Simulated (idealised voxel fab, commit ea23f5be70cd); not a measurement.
process module | voxel transistor to metal
cross-section cut | 200 nm wide | cells 5 nm
A cross-section is a grid of square cells, given in bands from the top down. A band is one or more rows of cells.
Each band's line starts with the height of the band's top and of its bottom, in nm. Then come its materials from left to right, each with its width in nm. One material with "throughout" fills the band from edge to edge. "air" is empty space.
Height 0 is the level under which the wafer as received is all one material. The lowest band goes on downwards, as in "0 down".
A width such as "30 to 40" changes by the same amount from each row of cells to the next, from the band's top row to its bottom row.
"no change" after a step means that no cell of the cross-section changed.
closed voids: empty space of 8 cells or more with no open way to the top, each as width x height at its distance from the left edge, in nm
after a step's settings: what the simulator itself notes on the step
overlay nm, on a step with a mask: how far to the right of its planned place the mask lay; to the left if negative
plan
1 op RECEIVE | material Si
2 op OXIDIZE | depth nm 5
3 op CONFORMAL_DEP | material SiN | thk nm 15
4 op MASKED_ETCH | tone cover | mask id ACTIVE | width nm 110 | etch materials SiN | depth nm 15 | overlay nm 0
5 op MASKED_ETCH | tone cover | mask id ACTIVE | width nm 110 | etch materials SiO2 | depth nm 5 | overlay nm 0
6 op MASKED_ETCH | tone cover | mask id ACTIVE | width nm 110 | etch materials Si | depth nm 25 | overlay nm 0
7 op FILL_DEP | material SiO2 | thk nm 5
8 op CMP | height nm 15
9 op SELECTIVE_ETCH | etch materials SiO2 | depth nm 10
10 op STRIP | etch materials SiN
11 op SELECTIVE_ETCH | etch materials SiO2 | depth nm 5
12 op OXIDIZE | depth nm 5
13 op DIRECTIONAL_DEP | material polySi | thk nm 20
14 op DIRECTIONAL_DEP | material SiCN | thk nm 15
15 op MASKED_ETCH | tone cover | mask id GATE | width nm 30 | etch materials SiCN | depth nm 25 | overlay nm 0
16 op MASKED_ETCH | tone cover | mask id GATE | width nm 30 | etch materials polySi | depth nm 30 | overlay nm 0
17 op CONFORMAL_DEP | material SiN | thk nm 10
18 op DIRECTIONAL_ETCH | etch materials SiN | depth nm 10
19 op DIRECTIONAL_ETCH | etch materials SiO2 | depth nm 5
20 op DIRECTIONAL_ETCH | etch materials Si | depth nm 10
21 op EPI | material SiGe | thk nm 10
22 op FILL_DEP | material SiO2 | thk nm 10
23 op CMP | height nm 15
24 op STRIP | etch materials polySi
25 op SELECTIVE_ETCH | etch materials SiO2 | depth nm 5
26 op CONFORMAL_DEP | material HfO2 | thk nm 5
27 op CONFORMAL_DEP | material TiN | thk nm 5
28 op FILL_DEP | material W | thk nm 10
29 op CMP | height nm 10
30 op DIRECTIONAL_DEP | material SiO2 | thk nm 15
31 op MASKED_ETCH | tone open | mask id CONTACT | width nm 20 | pitch nm 80 | etch materials SiO2 | depth nm 35 | overlay nm 0
32 op CONFORMAL_DEP | material TiN | thk nm 5
33 op FILL_DEP | material W | thk nm 5
34 op CMP | height nm 25
35 op DIRECTIONAL_DEP | material TiN | thk nm 5
36 op DIRECTIONAL_DEP | material W | thk nm 20
37 op DIRECTIONAL_DEP | material aC | thk nm 10
38 op PATTERN | tone cover | mask id METAL_1 | material resist | width nm 20 | pitch nm 80 | thk nm 25 | overlay nm 0
39 op DIRECTIONAL_ETCH | etch materials aC | depth nm 10
40 op STRIP | etch materials resist
41 op DIRECTIONAL_ETCH | etch materials W | depth nm 20
42 op DIRECTIONAL_ETCH | etch materials TiN | depth nm 5
43 op STRIP | etch materials aC
44 op CONFORMAL_DEP | material SiN | thk nm 5
45 op FILL_DEP | material SiO2 | thk nm 10
46 op CMP | height nm 50
47 op CONFORMAL_DEP | material SiN | thk nm 5
first wafer, as planned
as received, after step 1
  0 down: Si throughout
  closed voids: none
after step 2
  0 to -5: SiO2 throughout
  below -5: unchanged
after step 3
  15 to 0: SiN throughout
  below 0: unchanged
after step 4
  15 to 0: air 45 | SiN 110 | air 45
  below 0: unchanged
after step 5
  15 to 0: air 45 | SiN 110 | air 45
  0 to -5: air 45 | SiO2 110 | air 45
  below -5: unchanged
after step 6
  15 to 0: air 45 | SiN 110 | air 45
  0 to -5: air 45 | SiO2 110 | air 45
  -5 to -30: air 45 | Si 110 | air 45
  below -30: unchanged
after step 7
  20 to 15: SiO2 throughout
  15 to 0: SiO2 45 | SiN 110 | SiO2 45
  0 to -5: SiO2 throughout
  -5 to -30: SiO2 45 | Si 110 | SiO2 45
  below -30: unchanged
after step 8
  15 to 0: SiO2 45 | SiN 110 | SiO2 45
  below 0: unchanged
after step 9
  15 to 5: air 45 | SiN 110 | air 45
  below 5: unchanged
after step 10
  5 to 0: SiO2 45 | air 110 | SiO2 45
  below 0: unchanged
after step 11
  0 to -5: SiO2 40 | air 120 | SiO2 40
  below -5: unchanged
after step 12
  0 to -5: SiO2 40 | air 120 | SiO2 40
  -5 to -10: SiO2 throughout
  below -10: unchanged
after step 13
  20 to 15: polySi 40 | air 120 | polySi 40
  15 to 0: polySi throughout
  0 to -5: SiO2 40 | polySi 120 | SiO2 40
  below -5: unchanged
after step 14
  35 to 30: SiCN 40 | air 120 | SiCN 40
  30 to 20: SiCN throughout
  20 to 15: polySi 40 | SiCN 120 | polySi 40
  below 15: unchanged
after step 15
  30 to 20: air 85 | SiCN 30 | air 85
  20 to 15: polySi 40 | air 45 | SiCN 30 | air 45 | polySi 40
  below 15: unchanged
after step 16
  30 to 15: air 85 | SiCN 30 | air 85
  15 to 0: air 85 | polySi 30 | air 85
  0 to -5: SiO2 40 | air 45 | polySi 30 | air 45 | SiO2 40
  below -5: unchanged
after step 17
  40 to 30: air 75 | SiN 50 | air 75
  30 to 15: air 75 | SiN 10 | SiCN 30 | SiN 10 | air 75
  15 to 10: air 75 | SiN 10 | polySi 30 | SiN 10 | air 75
  10 to 5: SiN 50 | air 25 | SiN 10 | polySi 30 | SiN 10 | air 25 | SiN 50
  5 to 0: SiN 85 | polySi 30 | SiN 85
  0 to -5: SiO2 40 | SiN 45 | polySi 30 | SiN 45 | SiO2 40
  below -5: unchanged
after step 18
  30 to 15: air 75 | SiN 10 | SiCN 30 | SiN 10 | air 75
  15 to 0: air 75 | SiN 10 | polySi 30 | SiN 10 | air 75
  0 to -5: SiO2 40 | SiN 10 | air 25 | SiN 10 | polySi 30 | SiN 10 | air 25 | SiN 10 | SiO2 40
  below -5: unchanged
after step 19
  30 to 15: air 75 | SiN 10 | SiCN 30 | SiN 10 | air 75
  15 to 0: air 75 | SiN 10 | polySi 30 | SiN 10 | air 75
  0 to -5: air 40 | SiN 10 | air 25 | SiN 10 | polySi 30 | SiN 10 | air 25 | SiN 10 | air 40
  -5 to -10: SiO2 50 | air 25 | SiO2 50 | air 25 | SiO2 50
  below -10: unchanged
after step 20
  30 to 15: air 75 | SiN 10 | SiCN 30 | SiN 10 | air 75
  15 to 0: air 75 | SiN 10 | polySi 30 | SiN 10 | air 75
  0 to -5: air 40 | SiN 10 | air 25 | SiN 10 | polySi 30 | SiN 10 | air 25 | SiN 10 | air 40
  -5 to -10: SiO2 50 | air 25 | SiO2 50 | air 25 | SiO2 50
  -10 to -20: SiO2 45 | Si 5 | air 25 | Si 50 | air 25 | Si 5 | SiO2 45
  below -20: unchanged
after step 21
  30 to 15: air 75 | SiN 10 | SiCN 30 | SiN 10 | air 75
  15 to 0: air 75 | SiN 10 | polySi 30 | SiN 10 | air 75
  0 to -5: air 40 | SiN 10 | SiGe 10 | air 5 | SiGe 10 | SiN 10 | polySi 30 | SiN 10 | SiGe 10 | air 5 | SiGe 10 | SiN 10 | air 40
  -5 to -10: SiO2 50 | SiGe 10 | air 5 | SiGe 10 | SiO2 50 | SiGe 10 | air 5 | SiGe 10 | SiO2 50
  -10 to -20: SiO2 45 | Si 5 | SiGe 25 | Si 50 | SiGe 25 | Si 5 | SiO2 45
  below -20: unchanged
after step 22
  40 to 30: SiO2 throughout
  30 to 15: SiO2 75 | SiN 10 | SiCN 30 | SiN 10 | SiO2 75
  15 to 0: SiO2 75 | SiN 10 | polySi 30 | SiN 10 | SiO2 75
  0 to -5: SiO2 40 | SiN 10 | SiGe 10 | SiO2 5 | SiGe 10 | SiN 10 | polySi 30 | SiN 10 | SiGe 10 | SiO2 5 | SiGe 10 | SiN 10 | SiO2 40
  -5 to -10: SiO2 50 | SiGe 10 | SiO2 5 | SiGe 10 | SiO2 50 | SiGe 10 | SiO2 5 | SiGe 10 | SiO2 50
  below -10: unchanged
after step 23
  15 to 0: SiO2 75 | SiN 10 | polySi 30 | SiN 10 | SiO2 75
  below 0: unchanged
after step 24
  15 to 0: SiO2 75 | SiN 10 | air 30 | SiN 10 | SiO2 75
  0 to -5: SiO2 40 | SiN 10 | SiGe 10 | SiO2 5 | SiGe 10 | SiN 10 | air 30 | SiN 10 | SiGe 10 | SiO2 5 | SiGe 10 | SiN 10 | SiO2 40
  below -5: unchanged
after step 25
  15 to 10: air 75 | SiN 10 | air 30 | SiN 10 | air 75
  10 to 0: SiO2 75 | SiN 10 | air 30 | SiN 10 | SiO2 75
  0 to -5: SiO2 40 | SiN 10 | SiGe 10 | SiO2 5 | SiGe 10 | SiN 10 | air 30 | SiN 10 | SiGe 10 | SiO2 5 | SiGe 10 | SiN 10 | SiO2 40
  -5 to -10: SiO2 50 | SiGe 10 | SiO2 5 | SiGe 10 | SiO2 5 | air 40 | SiO2 5 | SiGe 10 | SiO2 5 | SiGe 10 | SiO2 50
  below -10: unchanged
after step 26
  20 to 15: air 70 | HfO2 20 | air 20 | HfO2 20 | air 70
  15 to 10: HfO2 75 | SiN 10 | HfO2 5 | air 20 | HfO2 5 | SiN 10 | HfO2 75
  10 to 0: SiO2 75 | SiN 10 | HfO2 5 | air 20 | HfO2 5 | SiN 10 | SiO2 75
  0 to -5: SiO2 40 | SiN 10 | SiGe 10 | SiO2 5 | SiGe 10 | SiN 10 | HfO2 5 | air 20 | HfO2 5 | SiN 10 | SiGe 10 | SiO2 5 | SiGe 10 | SiN 10 | SiO2 40
  -5 to -10: SiO2 50 | SiGe 10 | SiO2 5 | SiGe 10 | SiO2 5 | HfO2 40 | SiO2 5 | SiGe 10 | SiO2 5 | SiGe 10 | SiO2 50
  below -10: unchanged
after step 27
  25 to 20: air 65 | TiN 30 | air 10 | TiN 30 | air 65
  20 to 15: TiN 70 | HfO2 20 | TiN 5 | air 10 | TiN 5 | HfO2 20 | TiN 70
  15 to 10: HfO2 75 | SiN 10 | HfO2 5 | TiN 5 | air 10 | TiN 5 | HfO2 5 | SiN 10 | HfO2 75
  10 to 0: SiO2 75 | SiN 10 | HfO2 5 | TiN 5 | air 10 | TiN 5 | HfO2 5 | SiN 10 | SiO2 75
  0 to -5: SiO2 40 | SiN 10 | SiGe 10 | SiO2 5 | SiGe 10 | SiN 10 | HfO2 5 | TiN 20 | HfO2 5 | SiN 10 | SiGe 10 | SiO2 5 | SiGe 10 | SiN 10 | SiO2 40
  below -5: unchanged
after step 28
  35 to 25: W throughout
  25 to 20: W 65 | TiN 30 | W 10 | TiN 30 | W 65
  20 to 15: TiN 70 | HfO2 20 | TiN 5 | W 10 | TiN 5 | HfO2 20 | TiN 70
  15 to 10: HfO2 75 | SiN 10 | HfO2 5 | TiN 5 | W 10 | TiN 5 | HfO2 5 | SiN 10 | HfO2 75
  10 to 0: SiO2 75 | SiN 10 | HfO2 5 | TiN 5 | W 10 | TiN 5 | HfO2 5 | SiN 10 | SiO2 75
  below 0: unchanged
after step 29
  10 to 0: SiO2 75 | SiN 10 | HfO2 5 | TiN 5 | W 10 | TiN 5 | HfO2 5 | SiN 10 | SiO2 75
  below 0: unchanged
after step 30
  25 to 10: SiO2 throughout
  below 10: unchanged
after step 31
  25 to 10: SiO2 50 | air 20 | SiO2 60 | air 20 | SiO2 50
  10 to 0: SiO2 50 | air 20 | SiO2 5 | SiN 10 | HfO2 5 | TiN 5 | W 10 | TiN 5 | HfO2 5 | SiN 10 | SiO2 5 | air 20 | SiO2 50
  0 to -5: SiO2 40 | SiN 10 | SiGe 10 | air 5 | SiGe 10 | SiN 10 | HfO2 5 | TiN 20 | HfO2 5 | SiN 10 | SiGe 10 | air 5 | SiGe 10 | SiN 10 | SiO2 40
  -5 to -10: SiO2 50 | SiGe 10 | air 5 | SiGe 10 | SiO2 5 | HfO2 40 | SiO2 5 | SiGe 10 | air 5 | SiGe 10 | SiO2 50
  below -10: unchanged
after step 32
  30 to 25: TiN 55 | air 10 | TiN 70 | air 10 | TiN 55
  25 to 10: SiO2 50 | TiN 5 | air 10 | TiN 5 | SiO2 60 | TiN 5 | air 10 | TiN 5 | SiO2 50
  10 to 5: SiO2 50 | TiN 5 | air 10 | TiN 5 | SiO2 5 | SiN 10 | HfO2 5 | TiN 5 | W 10 | TiN 5 | HfO2 5 | SiN 10 | SiO2 5 | TiN 5 | air 10 | TiN 5 | SiO2 50
  5 to 0: SiO2 50 | TiN 20 | SiO2 5 | SiN 10 | HfO2 5 | TiN 5 | W 10 | TiN 5 | HfO2 5 | SiN 10 | SiO2 5 | TiN 20 | SiO2 50
  0 to -5: SiO2 40 | SiN 10 | SiGe 10 | TiN 5 | SiGe 10 | SiN 10 | HfO2 5 | TiN 20 | HfO2 5 | SiN 10 | SiGe 10 | TiN 5 | SiGe 10 | SiN 10 | SiO2 40
  -5 to -10: SiO2 50 | SiGe 10 | TiN 5 | SiGe 10 | SiO2 5 | HfO2 40 | SiO2 5 | SiGe 10 | TiN 5 | SiGe 10 | SiO2 50
  below -10: unchanged
after step 33
  35 to 30: W throughout
  30 to 25: TiN 55 | W 10 | TiN 70 | W 10 | TiN 55
  25 to 10: SiO2 50 | TiN 5 | W 10 | TiN 5 | SiO2 60 | TiN 5 | W 10 | TiN 5 | SiO2 50
  10 to 5: SiO2 50 | TiN 5 | W 10 | TiN 5 | SiO2 5 | SiN 10 | HfO2 5 | TiN 5 | W 10 | TiN 5 | HfO2 5 | SiN 10 | SiO2 5 | TiN 5 | W 10 | TiN 5 | SiO2 50
  below 5: unchanged
after step 34
  25 to 10: SiO2 50 | TiN 5 | W 10 | TiN 5 | SiO2 60 | TiN 5 | W 10 | TiN 5 | SiO2 50
  below 10: unchanged
after step 35
  30 to 25: TiN throughout
  below 25: unchanged
after step 36
  50 to 30: W throughout
  below 30: unchanged
after step 37
  60 to 50: aC throughout
  below 50: unchanged
after step 38
  85 to 60: air 50 | resist 20 | air 60 | resist 20 | air 50
  below 60: unchanged
after step 39
  75 to 60: air 50 | resist 20 | air 60 | resist 20 | air 50
  60 to 50: air 50 | aC 20 | air 60 | aC 20 | air 50
  below 50: unchanged
after step 40
  60 to 50: air 50 | aC 20 | air 60 | aC 20 | air 50
  below 50: unchanged
after step 41
  60 to 50: air 50 | aC 20 | air 60 | aC 20 | air 50
  50 to 30: air 50 | W 20 | air 60 | W 20 | air 50
  below 30: unchanged
after step 42
  60 to 50: air 50 | aC 20 | air 60 | aC 20 | air 50
  50 to 30: air 50 | W 20 | air 60 | W 20 | air 50
  30 to 25: air 50 | TiN 20 | air 60 | TiN 20 | air 50
  below 25: unchanged
after step 43
  50 to 30: air 50 | W 20 | air 60 | W 20 | air 50
  below 30: unchanged
after step 44
  55 to 50: air 45 | SiN 30 | air 50 | SiN 30 | air 45
  50 to 30: air 45 | SiN 5 | W 20 | SiN 5 | air 50 | SiN 5 | W 20 | SiN 5 | air 45
  30 to 25: SiN 50 | TiN 20 | SiN 60 | TiN 20 | SiN 50
  below 25: unchanged
after step 45
  65 to 55: SiO2 throughout
  55 to 50: SiO2 45 | SiN 30 | SiO2 50 | SiN 30 | SiO2 45
  50 to 30: SiO2 45 | SiN 5 | W 20 | SiN 5 | SiO2 50 | SiN 5 | W 20 | SiN 5 | SiO2 45
  below 30: unchanged
after step 46
  50 to 30: SiO2 45 | SiN 5 | W 20 | SiN 5 | SiO2 50 | SiN 5 | W 20 | SiN 5 | SiO2 45
  below 30: unchanged
after step 47
  55 to 50: SiN throughout
  below 50: unchanged
second wafer: like start, like plan, one mistake. Through step 5 it matches the first wafer
when step 6 should have ended
  15 to 0: air 45 | SiN 110 | air 45
  0 to -5: air 45 | SiO2 110 | air 45
  -5 to -20: air 45 | Si 110 | air 45
  below -20: unchanged
when step 7 should have ended
  20 to 15: SiO2 throughout
  15 to 0: SiO2 45 | SiN 110 | SiO2 45
  0 to -5: SiO2 throughout
  -5 to -20: SiO2 45 | Si 110 | SiO2 45
  below -20: unchanged
when step 8 should have ended
  15 to 0: SiO2 45 | SiN 110 | SiO2 45
  below 0: unchanged
when step 9 should have ended
  15 to 5: air 45 | SiN 110 | air 45
  below 5: unchanged
when step 10 should have ended
  5 to 0: SiO2 45 | air 110 | SiO2 45
  below 0: unchanged
when step 11 should have ended
  0 to -5: SiO2 40 | air 120 | SiO2 40
  below -5: unchanged
when step 12 should have ended
  0 to -5: SiO2 40 | air 120 | SiO2 40
  -5 to -10: SiO2 throughout
  below -10: unchanged
when step 13 should have ended
  20 to 15: polySi 40 | air 120 | polySi 40
  15 to 0: polySi throughout
  0 to -5: SiO2 40 | polySi 120 | SiO2 40
  below -5: unchanged
when step 14 should have ended
  35 to 30: SiCN 40 | air 120 | SiCN 40
  30 to 20: SiCN throughout
  20 to 15: polySi 40 | SiCN 120 | polySi 40
  below 15: unchanged
when step 15 should have ended
  30 to 20: air 85 | SiCN 30 | air 85
  20 to 15: polySi 40 | air 45 | SiCN 30 | air 45 | polySi 40
  below 15: unchanged
when step 16 should have ended
  30 to 15: air 85 | SiCN 30 | air 85
  15 to 0: air 85 | polySi 30 | air 85
  0 to -5: SiO2 40 | air 45 | polySi 30 | air 45 | SiO2 40
  below -5: unchanged
when step 17 should have ended
  40 to 30: air 75 | SiN 50 | air 75
  30 to 15: air 75 | SiN 10 | SiCN 30 | SiN 10 | air 75
  15 to 10: air 75 | SiN 10 | polySi 30 | SiN 10 | air 75
  10 to 5: SiN 50 | air 25 | SiN 10 | polySi 30 | SiN 10 | air 25 | SiN 50
  5 to 0: SiN 85 | polySi 30 | SiN 85
  0 to -5: SiO2 40 | SiN 45 | polySi 30 | SiN 45 | SiO2 40
  below -5: unchanged
when step 18 should have ended
  30 to 15: air 75 | SiN 10 | SiCN 30 | SiN 10 | air 75
  15 to 0: air 75 | SiN 10 | polySi 30 | SiN 10 | air 75
  0 to -5: SiO2 40 | SiN 10 | air 25 | SiN 10 | polySi 30 | SiN 10 | air 25 | SiN 10 | SiO2 40
  below -5: unchanged
when step 19 should have ended
  30 to 15: air 75 | SiN 10 | SiCN 30 | SiN 10 | air 75
  15 to 0: air 75 | SiN 10 | polySi 30 | SiN 10 | air 75
  0 to -5: air 40 | SiN 10 | air 25 | SiN 10 | polySi 30 | SiN 10 | air 25 | SiN 10 | air 40
  -5 to -10: SiO2 50 | air 25 | SiO2 50 | air 25 | SiO2 50
  below -10: unchanged
when step 20 should have ended
  30 to 15: air 75 | SiN 10 | SiCN 30 | SiN 10 | air 75
  15 to 0: air 75 | SiN 10 | polySi 30 | SiN 10 | air 75
  0 to -5: air 40 | SiN 10 | air 25 | SiN 10 | polySi 30 | SiN 10 | air 25 | SiN 10 | air 40
  -5 to -10: SiO2 50 | air 25 | SiO2 50 | air 25 | SiO2 50
  -10 to -20: SiO2 45 | Si 5 | air 25 | Si 50 | air 25 | Si 5 | SiO2 45
  below -20: unchanged
when step 21 should have ended
  30 to 15: air 75 | SiN 10 | SiCN 30 | SiN 10 | air 75
  15 to 0: air 75 | SiN 10 | polySi 30 | SiN 10 | air 75
  0 to -5: air 40 | SiN 10 | SiGe 10 | air 5 | SiGe 10 | SiN 10 | polySi 30 | SiN 10 | SiGe 10 | air 5 | SiGe 10 | SiN 10 | air 40
  -5 to -10: SiO2 50 | SiGe 10 | air 5 | SiGe 10 | SiO2 50 | SiGe 10 | air 5 | SiGe 10 | SiO2 50
  -10 to -20: SiO2 45 | Si 5 | SiGe 25 | Si 50 | SiGe 25 | Si 5 | SiO2 45
  below -20: unchanged
when step 22 should have ended
  40 to 30: SiO2 throughout
  30 to 15: SiO2 75 | SiN 10 | SiCN 30 | SiN 10 | SiO2 75
  15 to 0: SiO2 75 | SiN 10 | polySi 30 | SiN 10 | SiO2 75
  0 to -5: SiO2 40 | SiN 10 | SiGe 10 | SiO2 5 | SiGe 10 | SiN 10 | polySi 30 | SiN 10 | SiGe 10 | SiO2 5 | SiGe 10 | SiN 10 | SiO2 40
  -5 to -10: SiO2 50 | SiGe 10 | SiO2 5 | SiGe 10 | SiO2 50 | SiGe 10 | SiO2 5 | SiGe 10 | SiO2 50
  below -10: unchanged
when step 23 should have ended
  15 to 0: SiO2 75 | SiN 10 | polySi 30 | SiN 10 | SiO2 75
  below 0: unchanged
when step 24 should have ended
  15 to 0: SiO2 75 | SiN 10 | air 30 | SiN 10 | SiO2 75
  0 to -5: SiO2 40 | SiN 10 | SiGe 10 | SiO2 5 | SiGe 10 | SiN 10 | air 30 | SiN 10 | SiGe 10 | SiO2 5 | SiGe 10 | SiN 10 | SiO2 40
  below -5: unchanged
when step 25 should have ended
  15 to 10: air 75 | SiN 10 | air 30 | SiN 10 | air 75
  10 to 0: SiO2 75 | SiN 10 | air 30 | SiN 10 | SiO2 75
  0 to -5: SiO2 40 | SiN 10 | SiGe 10 | SiO2 5 | SiGe 10 | SiN 10 | air 30 | SiN 10 | SiGe 10 | SiO2 5 | SiGe 10 | SiN 10 | SiO2 40
  -5 to -10: SiO2 50 | SiGe 10 | SiO2 5 | SiGe 10 | SiO2 5 | air 40 | SiO2 5 | SiGe 10 | SiO2 5 | SiGe 10 | SiO2 50
  below -10: unchanged
when step 26 should have ended
  20 to 15: air 70 | HfO2 20 | air 20 | HfO2 20 | air 70
  15 to 10: HfO2 75 | SiN 10 | HfO2 5 | air 20 | HfO2 5 | SiN 10 | HfO2 75
  10 to 0: SiO2 75 | SiN 10 | HfO2 5 | air 20 | HfO2 5 | SiN 10 | SiO2 75
  0 to -5: SiO2 40 | SiN 10 | SiGe 10 | SiO2 5 | SiGe 10 | SiN 10 | HfO2 5 | air 20 | HfO2 5 | SiN 10 | SiGe 10 | SiO2 5 | SiGe 10 | SiN 10 | SiO2 40
  -5 to -10: SiO2 50 | SiGe 10 | SiO2 5 | SiGe 10 | SiO2 5 | HfO2 40 | SiO2 5 | SiGe 10 | SiO2 5 | SiGe 10 | SiO2 50
  below -10: unchanged
when step 27 should have ended
  25 to 20: air 65 | TiN 30 | air 10 | TiN 30 | air 65
  20 to 15: TiN 70 | HfO2 20 | TiN 5 | air 10 | TiN 5 | HfO2 20 | TiN 70
  15 to 10: HfO2 75 | SiN 10 | HfO2 5 | TiN 5 | air 10 | TiN 5 | HfO2 5 | SiN 10 | HfO2 75
  10 to 0: SiO2 75 | SiN 10 | HfO2 5 | TiN 5 | air 10 | TiN 5 | HfO2 5 | SiN 10 | SiO2 75
  0 to -5: SiO2 40 | SiN 10 | SiGe 10 | SiO2 5 | SiGe 10 | SiN 10 | HfO2 5 | TiN 20 | HfO2 5 | SiN 10 | SiGe 10 | SiO2 5 | SiGe 10 | SiN 10 | SiO2 40
  below -5: unchanged
when step 28 should have ended
  35 to 25: W throughout
  25 to 20: W 65 | TiN 30 | W 10 | TiN 30 | W 65
  20 to 15: TiN 70 | HfO2 20 | TiN 5 | W 10 | TiN 5 | HfO2 20 | TiN 70
  15 to 10: HfO2 75 | SiN 10 | HfO2 5 | TiN 5 | W 10 | TiN 5 | HfO2 5 | SiN 10 | HfO2 75
  10 to 0: SiO2 75 | SiN 10 | HfO2 5 | TiN 5 | W 10 | TiN 5 | HfO2 5 | SiN 10 | SiO2 75
  below 0: unchanged
when step 29 should have ended
  10 to 0: SiO2 75 | SiN 10 | HfO2 5 | TiN 5 | W 10 | TiN 5 | HfO2 5 | SiN 10 | SiO2 75
  below 0: unchanged
when step 30 should have ended
  25 to 10: SiO2 throughout
  below 10: unchanged
when step 31 should have ended
  25 to 10: SiO2 50 | air 20 | SiO2 60 | air 20 | SiO2 50
  10 to 0: SiO2 50 | air 20 | SiO2 5 | SiN 10 | HfO2 5 | TiN 5 | W 10 | TiN 5 | HfO2 5 | SiN 10 | SiO2 5 | air 20 | SiO2 50
  0 to -5: SiO2 40 | SiN 10 | SiGe 10 | air 5 | SiGe 10 | SiN 10 | HfO2 5 | TiN 20 | HfO2 5 | SiN 10 | SiGe 10 | air 5 | SiGe 10 | SiN 10 | SiO2 40
  -5 to -10: SiO2 50 | SiGe 10 | air 5 | SiGe 10 | SiO2 5 | HfO2 40 | SiO2 5 | SiGe 10 | air 5 | SiGe 10 | SiO2 50
  below -10: unchanged
when step 32 should have ended
  30 to 25: TiN 55 | air 10 | TiN 70 | air 10 | TiN 55
  25 to 10: SiO2 50 | TiN 5 | air 10 | TiN 5 | SiO2 60 | TiN 5 | air 10 | TiN 5 | SiO2 50
  10 to 5: SiO2 50 | TiN 5 | air 10 | TiN 5 | SiO2 5 | SiN 10 | HfO2 5 | TiN 5 | W 10 | TiN 5 | HfO2 5 | SiN 10 | SiO2 5 | TiN 5 | air 10 | TiN 5 | SiO2 50
  5 to 0: SiO2 50 | TiN 20 | SiO2 5 | SiN 10 | HfO2 5 | TiN 5 | W 10 | TiN 5 | HfO2 5 | SiN 10 | SiO2 5 | TiN 20 | SiO2 50
  0 to -5: SiO2 40 | SiN 10 | SiGe 10 | TiN 5 | SiGe 10 | SiN 10 | HfO2 5 | TiN 20 | HfO2 5 | SiN 10 | SiGe 10 | TiN 5 | SiGe 10 | SiN 10 | SiO2 40
  -5 to -10: SiO2 50 | SiGe 10 | TiN 5 | SiGe 10 | SiO2 5 | HfO2 40 | SiO2 5 | SiGe 10 | TiN 5 | SiGe 10 | SiO2 50
  below -10: unchanged
when step 33 should have ended
  35 to 30: W throughout
  30 to 25: TiN 55 | W 10 | TiN 70 | W 10 | TiN 55
  25 to 10: SiO2 50 | TiN 5 | W 10 | TiN 5 | SiO2 60 | TiN 5 | W 10 | TiN 5 | SiO2 50
  10 to 5: SiO2 50 | TiN 5 | W 10 | TiN 5 | SiO2 5 | SiN 10 | HfO2 5 | TiN 5 | W 10 | TiN 5 | HfO2 5 | SiN 10 | SiO2 5 | TiN 5 | W 10 | TiN 5 | SiO2 50
  below 5: unchanged
when step 34 should have ended
  25 to 10: SiO2 50 | TiN 5 | W 10 | TiN 5 | SiO2 60 | TiN 5 | W 10 | TiN 5 | SiO2 50
  below 10: unchanged
when step 35 should have ended
  30 to 25: TiN throughout
  below 25: unchanged
when step 36 should have ended
  50 to 30: W throughout
  below 30: unchanged
when step 37 should have ended
  60 to 50: aC throughout
  below 50: unchanged
when step 38 should have ended
  85 to 60: air 50 | resist 20 | air 60 | resist 20 | air 50
  below 60: unchanged
when step 39 should have ended
  75 to 60: air 50 | resist 20 | air 60 | resist 20 | air 50
  60 to 50: air 50 | aC 20 | air 60 | aC 20 | air 50
  below 50: unchanged
when step 40 should have ended
  60 to 50: air 50 | aC 20 | air 60 | aC 20 | air 50
  below 50: unchanged
when step 41 should have ended
  60 to 50: air 50 | aC 20 | air 60 | aC 20 | air 50
  50 to 30: air 50 | W 20 | air 60 | W 20 | air 50
  below 30: unchanged
when step 42 should have ended
  60 to 50: air 50 | aC 20 | air 60 | aC 20 | air 50
  50 to 30: air 50 | W 20 | air 60 | W 20 | air 50
  30 to 25: air 50 | TiN 20 | air 60 | TiN 20 | air 50
  below 25: unchanged
when step 43 should have ended
  50 to 30: air 50 | W 20 | air 60 | W 20 | air 50
  below 30: unchanged
when step 44 should have ended
  55 to 50: air 45 | SiN 30 | air 50 | SiN 30 | air 45
  50 to 30: air 45 | SiN 5 | W 20 | SiN 5 | air 50 | SiN 5 | W 20 | SiN 5 | air 45
  30 to 25: SiN 50 | TiN 20 | SiN 60 | TiN 20 | SiN 50
  below 25: unchanged
when step 45 should have ended
  65 to 55: SiO2 throughout
  55 to 50: SiO2 45 | SiN 30 | SiO2 50 | SiN 30 | SiO2 45
  50 to 30: SiO2 45 | SiN 5 | W 20 | SiN 5 | SiO2 50 | SiN 5 | W 20 | SiN 5 | SiO2 45
  below 30: unchanged
when step 46 should have ended
  50 to 30: SiO2 45 | SiN 5 | W 20 | SiN 5 | SiO2 50 | SiN 5 | W 20 | SiN 5 | SiO2 45
  below 30: unchanged
when step 47 should have ended
  55 to 50: SiN throughout
  below 50: unchanged
what went wrong: step 6 ran as: op MASKED_ETCH | tone cover | mask id ACTIVE | width nm 110 | etch materials Si | depth nm 15 | overlay nm 0
at the end the second wafer has, in cells: 36 more of Si | 36 fewer of SiO2
